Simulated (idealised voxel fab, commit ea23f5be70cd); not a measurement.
The document below concerns the process module designated voxel self aligned contacts.
Square cells of 5 nm make up the cross-section cut, whose width is 235 nm.
Heads up, the way a cross-section reads in here is a grid of square cells, handed over as bands from the top down, with every band being one or more rows of cells.
Quick guide to a band line: top height, bottom height (nm) up front; then every material left to right with its width in nm. Only one material and it's marked "all across"? Then it fills the band edge to edge. And "blank" just means empty space.
Ref level 0: as-received wafer is one material below here. Bottom band extends down with no lower bound ("0 -> down").
Think of "30..40" as a width that walks from the first number to the second as you go down the band, top row to bottom row, taking equal-sized steps from row to row.
Take "nothing changed" at face value: in the step it is given for, the cross-section changed in none of its cells.
"Voids lacking openings" specifies each empty space that is not open to the top and that occupies no fewer than 8 cells, using the form width x height at distance, the distance measured from the left edge and all three quantities in nm.
On a step's line, text after the settings is the simulator commenting on that step.
A step's line can hold "overlay nm"; with a mask on that step, the setting says how far right of the planned place the mask lay, while a negative setting says it lay to the left.

The planned process steps are enumerated hereunder:
- 1: RECEIVE | material Si
- 2: CONFORMAL_DEP | material SiO2 | thk nm 5
- 3: DIRECTIONAL_DEP | material polySi | thk nm 25
- 4: DIRECTIONAL_DEP | material SiN | thk nm 20
- 5: DIRECTIONAL_DEP | material aC | thk nm 10
- 6: PATTERN | tone cover | mask id GATE | material resist | width nm 35 | pitch nm 60 | thk nm 30 | overlay nm 0
- 7: DIRECTIONAL_ETCH | etch materials aC | depth nm 10
- 8: STRIP | etch materials resist
- 9: DIRECTIONAL_ETCH | etch materials SiN | depth nm 20
- 10: DIRECTIONAL_ETCH | etch materials polySi | depth nm 25
- 11: STRIP | etch materials aC
- 12: CONFORMAL_DEP | material SiN | thk nm 5
- 13: DIRECTIONAL_ETCH | etch materials SiN | depth nm 5
- 14: FILL_DEP | material SiO2 | thk nm 15
- 15: CMP | height nm 55
- 16: DIRECTIONAL_DEP | material aC | thk nm 15
- 17: PATTERN | tone open | mask id CONTACT | material resist | width nm 45 | pitch nm 60 | thk nm 35 | overlay nm 0
- 18: DIRECTIONAL_ETCH | etch materials aC | depth nm 15
- 19: STRIP | etch materials resist
- 20: DIRECTIONAL_ETCH | etch materials SiO2 | depth nm 55
- 21: STRIP | etch materials aC
- 22: CONFORMAL_DEP | material TiN | thk nm 5
- 23: FILL_DEP | material W | thk nm 10
- 24: CMP | height nm 55
- 25: CONFORMAL_DEP | material SiN | thk nm 5

This is the cross-section of the wafer as we received it, i.e. after step 1:
> 0 -> down: Si all across
> Voids lacking openings: none

The first of the two wafers as seen in cross-section once the module was finished; processing followed the plan:
> 60 -> 55: SiN all across
> 55 -> 50: SiO2 (65), then TiN (20), then W (5), then TiN (20), then SiO2 (15), then TiN (20), then W (5), then TiN (20), then SiO2 (65)
> 50 -> 30: SiO2 (35), then SiN (45), then TiN (5), then W (5), then TiN (5), then SiN (45), then TiN (5), then W (5), then TiN (5), then SiN (45), then SiO2 (35)
> 30 -> 5: SiO2 (35), then SiN (5), then polySi (35), then SiN (5), then TiN (5), then W (5), then TiN (5), then SiN (5), then polySi (35), then SiN (5), then TiN (5), then W (5), then TiN (5), then SiN (5), then polySi (35), then SiN (5), then SiO2 (35)
> 5 -> 0: SiO2 (80), then TiN (15), then SiO2 (45), then TiN (15), then SiO2 (80)
> 0 -> down: Si all across
> Voids lacking openings: none

Presented here is a cross-section of the second of the two wafers as it stood at the end of the module. It was started in the same manner and assigned the same plan as the first wafer; however, one mistake was made in its execution:
> 60 -> 55: SiN all across
> 55 -> 35: SiO2 (35), then SiN (5), then polySi (35), then SiN (5), then TiN (5), then W (5), then TiN (5), then SiN (5), then polySi (35), then SiN (5), then TiN (5), then W (5), then TiN (5), then SiN (5), then polySi (35), then SiN (5), then SiO2 (35)
> 35 -> 30: SiO2 (35), then SiN (5), then polySi (35), then SiN (5), then TiN (15), then SiN (5), then polySi (35), then SiN (5), then TiN (15), then SiN (5), then polySi (35), then SiN (5), then SiO2 (35)
> 30 -> 5: polySi all across
> 5 -> 0: SiO2 all across
> 0 -> down: Si all across
> Voids lacking openings: none
In executing the process, a mistake was made relative to the plan: step 3 of the plan was twice carried out
The second wafer ends with more or fewer cells of some materials than the first, per final count: SiN -108, SiO2 -79, TiN -36, W -12, polySi +235
